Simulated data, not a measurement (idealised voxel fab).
Process module name: voxel wiring stack
Shown is cross-section cut, with a width of 215 nm and square cells of size 5 nm.
Format of a cross-section: grid, square cells. Given as bands. Order: top down. Band: one or more rows of cells.
What a band's entry tells you: where the top is and where the bottom is, as heights in nm, and after that what lies inside, material by material from left to right, each with its width in nm. Empty space is written as the word "empty", and a single material marked with the word "everywhere" occupies the band from edge to edge.
We count height from 0. Below that, the starting wafer is all one material. The lowest band never ends at the bottom but goes on down; see "z 0 and below" for how that is written.
When a width is written as two numbers, as in "30..40", the first number is the width in the top row of cells of the band and the second is the width in its bottom row, and the width changes by the same amount from each row to the next.
"remained unchanged" (step): cross-section cells unchanged, all of them.
Empty spaces counting at least 8 cells and having no open way to the top are listed in "closed voids". The notation width x height at distance is used for each, the distance being from the left edge and all three values in nm.
Formally, on a step line, whatever follows the settings is a remark that the simulator itself makes on the step.
The setting "overlay nm" may be written on the line of a step. When the step uses a mask, the value reports how far to the right of the planned place the mask lay, and a negative value reports that it lay to the left.
[These are the steps we planned for the process]
1 RECEIVE (material Si)
2 CONFORMAL_DEP (material SiO2; thk nm 10)
3 CONFORMAL_DEP (material SiN; thk nm 5)
4 DIRECTIONAL_DEP (material SiO2; thk nm 20)
5 PATTERN (tone open; mask id METAL_1; material resist; width nm 30; pitch nm 50; thk nm 15; overlay nm 0)
6 DIRECTIONAL_ETCH (etch materials SiO2; depth nm 20)
7 DIRECTIONAL_ETCH (etch materials SiN; depth nm 5)
8 STRIP (etch materials resist)
9 CONFORMAL_DEP (material TiN; thk nm 5)
10 FILL_DEP (material W; thk nm 5)
11 CMP (height nm 35)
12 CONFORMAL_DEP (material SiCN; thk nm 5)
13 DIRECTIONAL_DEP (material SiO2; thk nm 10)
14 DIRECTIONAL_DEP (material aC; thk nm 15)
15 PATTERN (tone open; mask id PLUG_1; material resist; width nm 15; pitch nm 100; thk nm 35; overlay nm 0)
16 DIRECTIONAL_ETCH (etch materials aC; depth nm 15)
17 STRIP (etch materials resist)
18 DIRECTIONAL_ETCH (etch materials SiO2; depth nm 10)
19 DIRECTIONAL_ETCH (etch materials SiCN; depth nm 5)
20 STRIP (etch materials aC)
21 EPI (material Ru; thk nm 10)
22 EPI (material Ru; thk nm 5)
23 DIRECTIONAL_DEP (material TiN; thk nm 5)
24 DIRECTIONAL_DEP (material Ru; thk nm 25)
25 PATTERN (tone cover; mask id METAL_2; material resist; width nm 30; pitch nm 50; thk nm 15; overlay nm 0)
26 DIRECTIONAL_ETCH (etch materials Ru; depth nm 25)
27 DIRECTIONAL_ETCH (etch materials TiN; depth nm 5)
28 STRIP (etch materials resist)
29 CONFORMAL_DEP (material SiN; thk nm 5)
30 FILL_DEP (material SiO2; thk nm 5)
31 CMP (height nm 80)
32 CONFORMAL_DEP (material SiCN; thk nm 5)
33 DIRECTIONAL_DEP (material lowk; thk nm 25)
34 DIRECTIONAL_DEP (material aC; thk nm 10)
35 PATTERN (tone open; mask id METAL_3_HOLES; material resist; width nm 15; pitch nm 50; thk nm 30; overlay nm 0)
36 DIRECTIONAL_ETCH (etch materials aC; depth nm 10)
37 STRIP (etch materials resist)
38 DIRECTIONAL_ETCH (etch materials lowk; depth nm 25)
39 STRIP (etch materials aC)
40 DIRECTIONAL_DEP (material aC; thk nm 15)
41 PATTERN (tone open; mask id METAL_3; material resist; width nm 30; pitch nm 50; thk nm 35; overlay nm 0)
42 DIRECTIONAL_ETCH (etch materials aC; depth nm 15)
43 STRIP (etch materials resist)
44 DIRECTIONAL_ETCH (etch materials lowk; depth nm 15)
45 DIRECTIONAL_ETCH (etch materials SiCN; depth nm 5)
46 STRIP (etch materials aC)
47 CONFORMAL_DEP (material TiN; thk nm 5)
48 FILL_DEP (material Cu; thk nm 10)
49 CMP (height nm 110)
50 CONFORMAL_DEP (material SiCN; thk nm 5)
51 DIRECTIONAL_DEP (material lowk; thk nm 15)
52 PATTERN (tone open; mask id PLUG_3; material resist; width nm 15; pitch nm 50; thk nm 20; overlay nm 0)
53 DIRECTIONAL_ETCH (etch materials lowk; depth nm 15)
54 DIRECTIONAL_ETCH (etch materials SiCN; depth nm 5)
55 STRIP (etch materials resist)
56 CONFORMAL_DEP (material TiN; thk nm 5)
57 FILL_DEP (material Ru; thk nm 5)
58 CMP (height nm 130)
59 CONFORMAL_DEP (material SiCN; thk nm 5)
60 DIRECTIONAL_DEP (material SiO2; thk nm 25)
61 MASKED_ETCH (tone open; mask id METAL_4; width nm 30; pitch nm 50; etch materials SiO2; depth nm 25; overlay nm 0)
62 MASKED_ETCH (tone open; mask id METAL_4; width nm 30; pitch nm 50; etch materials SiCN; depth nm 5; overlay nm 0)
63 CONFORMAL_DEP (material TiN; thk nm 5)
64 FILL_DEP (material Cu; thk nm 10)
65 CMP (height nm 160)
66 EPI (material Ru; thk nm 5)
67 FILL_DEP (material SiCN; thk nm 5)
[Incoming wafer in cross-section (state: after step 1)]
> z 0 and below: Si everywhere
> closed voids: none
[Cross-sectional view of the first of the two wafers upon completion of the module, processed in accordance with the plan]
> z 170 to 165: SiCN everywhere
> z 165 to 160: SiCN: 35; Ru: 40; SiCN: 10; Ru: 40; SiCN: 10; Ru: 40; SiCN: 40
> z 160 to 135: SiO2: 40; TiN: 5; Cu: 20; TiN: 5; SiO2: 20; TiN: 5; Cu: 20; TiN: 5; SiO2: 20; TiN: 5; Cu: 20; TiN: 5; SiO2: 45
> z 135 to 130: SiCN: 40; TiN: 30; SiCN: 20; TiN: 30; SiCN: 20; TiN: 30; SiCN: 45
> z 130 to 115: lowk: 40; TiN: 5; Ru: 5; TiN: 5; lowk: 35; TiN: 5; Ru: 5; TiN: 5; lowk: 35; TiN: 5; Ru: 5; TiN: 5; lowk: 60
> z 115 to 110: SiCN: 40; TiN: 15; SiCN: 35; TiN: 15; SiCN: 35; TiN: 15; SiCN: 60
> z 110 to 100: lowk: 40; TiN: 5; Cu: 20; TiN: 5; lowk: 20; TiN: 5; Cu: 20; TiN: 5; lowk: 20; TiN: 5; Cu: 20; TiN: 5; lowk: 45
> z 100 to 95: lowk: 40; TiN: 5; Cu: 5; TiN: 20; lowk: 20; TiN: 5; Cu: 5; TiN: 20; lowk: 20; TiN: 5; Cu: 5; TiN: 20; lowk: 45
> z 95 to 85: lowk: 40; TiN: 5; Cu: 5; TiN: 5; lowk: 35; TiN: 5; Cu: 5; TiN: 5; lowk: 35; TiN: 5; Cu: 5; TiN: 5; lowk: 60
> z 85 to 80: SiCN: 40; TiN: 15; SiCN: 35; TiN: 15; SiCN: 35; TiN: 15; SiCN: 60
> z 80 to 55: SiO2: 35; SiN: 5; Ru: 30; SiN: 5; SiO2: 10; SiN: 5; Ru: 30; SiN: 5; SiO2: 10; SiN: 5; Ru: 30; SiN: 5; SiO2: 40
> z 55 to 50: SiN: 40; TiN: 30; SiN: 20; TiN: 30; SiN: 20; TiN: 30; SiN: 45
> z 50 to 40: SiO2: 40; Ru: 15; SiO2: 85; Ru: 15; SiO2: 60
> z 40 to 35: SiCN: 40; Ru: 15; SiCN: 85; Ru: 15; SiCN: 60
> z 35 to 15: SiO2: 40; TiN: 5; W: 20; TiN: 5; SiO2: 20; TiN: 5; W: 20; TiN: 5; SiO2: 20; TiN: 5; W: 20; TiN: 5; SiO2: 45
> z 15 to 10: SiN: 40; TiN: 30; SiN: 20; TiN: 30; SiN: 20; TiN: 30; SiN: 45
> z 10 to 0: SiO2 everywhere
> z 0 and below: Si everywhere
> closed voids: none
[Presented here is a cross-section of the second of the two wafers as it stood at the end of the module. It was started in the same manner and assigned the same plan as the first wafer; however, one mistake was made in its execution]
> z 170 to 165: SiCN everywhere
> z 165 to 160: Ru: 45; SiCN: 20; Ru: 30; SiCN: 20; Ru: 30; SiCN: 20; Ru: 50
> z 160 to 140: Cu: 35; TiN: 5; SiO2: 30; TiN: 5; Cu: 10; TiN: 5; SiO2: 30; TiN: 5; Cu: 10; TiN: 5; SiO2: 30; TiN: 5; Cu: 40
> z 140 to 135: TiN: 40; SiO2: 30; TiN: 20; SiO2: 30; TiN: 20; SiO2: 30; TiN: 45
> z 135 to 130: SiCN everywhere
> z 130 to 115: lowk: 40; TiN: 5; Ru: 5; TiN: 5; lowk: 35; TiN: 5; Ru: 5; TiN: 5; lowk: 35; TiN: 5; Ru: 5; TiN: 5; lowk: 60
> z 115 to 110: SiCN: 40; TiN: 15; SiCN: 35; TiN: 15; SiCN: 35; TiN: 15; SiCN: 60
> z 110 to 100: lowk: 40; TiN: 5; Cu: 20; TiN: 5; lowk: 20; TiN: 5; Cu: 20; TiN: 5; lowk: 20; TiN: 5; Cu: 20; TiN: 5; lowk: 45
> z 100 to 95: lowk: 40; TiN: 5; Cu: 5; TiN: 20; lowk: 20; TiN: 5; Cu: 5; TiN: 20; lowk: 20; TiN: 5; Cu: 5; TiN: 20; lowk: 45
> z 95 to 85: lowk: 40; TiN: 5; Cu: 5; TiN: 5; lowk: 35; TiN: 5; Cu: 5; TiN: 5; lowk: 35; TiN: 5; Cu: 5; TiN: 5; lowk: 60
> z 85 to 80: SiCN: 40; TiN: 15; SiCN: 35; TiN: 15; SiCN: 35; TiN: 15; SiCN: 60
> z 80 to 55: SiO2: 35; SiN: 5; Ru: 30; SiN: 5; SiO2: 10; SiN: 5; Ru: 30; SiN: 5; SiO2: 10; SiN: 5; Ru: 30; SiN: 5; SiO2: 40
> z 55 to 50: SiN: 40; TiN: 30; SiN: 20; TiN: 30; SiN: 20; TiN: 30; SiN: 45
> z 50 to 40: SiO2: 40; Ru: 15; SiO2: 85; Ru: 15; SiO2: 60
> z 40 to 35: SiCN: 40; Ru: 15; SiCN: 85; Ru: 15; SiCN: 60
> z 35 to 15: SiO2: 40; TiN: 5; W: 20; TiN: 5; SiO2: 20; TiN: 5; W: 20; TiN: 5; SiO2: 20; TiN: 5; W: 20; TiN: 5; SiO2: 45
> z 15 to 10: SiN: 40; TiN: 30; SiN: 20; TiN: 30; SiN: 20; TiN: 30; SiN: 45
> z 10 to 0: SiO2 everywhere
> z 0 and below: Si everywhere
> closed voids: none
Error vs. plan: for step 61, the planned setting was not used; the step was instead run as MASKED_ETCH (tone cover; mask id METAL_4; width nm 30; pitch nm 50; etch materials SiO2; depth nm 25; overlay nm 0)
End check, counted in cells, second wafer has more or fewer of these materials than the first: Cu +16, Ru +7, SiCN +11, SiO2 -35, TiN +1
